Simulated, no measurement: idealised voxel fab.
Herein follows the process module entitled voxel released beams.
Square cell edge 5 nm, section width 175 nm, ID cut.
Cross-section spec: square-cell grid; bands listed top down; each band is one or more rows. Quick guide to a band line: top height, bottom height (nm) up front; then every material left to right with its width in nm. Only one material and it's marked "everywhere"? Then it fills the band edge to edge. And "empty" just means empty space. Height is counted from the level 0, under which the received wafer is composed throughout of one material. The lowest of the bands is not closed at the bottom but continues downward, in the notation "0 down". Graded width ("30 to 40"): value in top row of band = first number; value in bottom row = second number; row-to-row change constant. Key: "all unchanged" - step with no changed cell in the cross-section. "Completely enclosed voids" - sealed voids, min. 8 cells, no opening to top; format: width x height at distance (distance from left edge; nm throughout). On each step's line, the part that comes after the settings is the simulator's own comment on the step. A step line may carry the setting "overlay nm", which, for steps involving a mask, states the distance by which the mask lay to the right of its intended position; negative values denote displacement to the left.

[This section lists the process steps that were planned]
| 1 | RECEIVE (material Si) |
| 2 | CONFORMAL_DEP (material SiN; thk nm 10) |
| 3 | DIRECTIONAL_DEP (material SiO2; thk nm 20) |
| 4 | MASKED_ETCH (tone open; mask id ANCHOR; width nm 35; etch materials SiO2; depth nm 20; overlay nm 0) |
| 5 | CONFORMAL_DEP (material W; thk nm 10) |
| 6 | MASKED_ETCH (tone cover; mask id BEAM; width nm 110; etch materials W; depth nm 10; overlay nm 0) |
| 7 | STRIP (etch materials SiO2) |

[Cross-sectional view of the wafer in its as-received condition, corresponding to the state after step 1]
* 0 down | Si everywhere
* Completely enclosed voids: none

[What the wafer looks like in cross-section after this module, when it starts as shown above and follows the plan above but one mistake is made in running it]
* 45 to 35 | 30 empty, 15 W, 15 empty, 80 W, 35 empty
* 35 to 25 | 35 empty, 10 W, 15 empty, 10 W, 105 empty
* 25 to 15 | 35 empty, 35 W, 105 empty
* 15 to 0 | SiN everywhere
* 0 down | Si everywhere
* Completely enclosed voids: none
What went wrong in running the wafer? step 2, actual vs plan mismatch, actual run CONFORMAL_DEP (material SiN; thk nm 15)
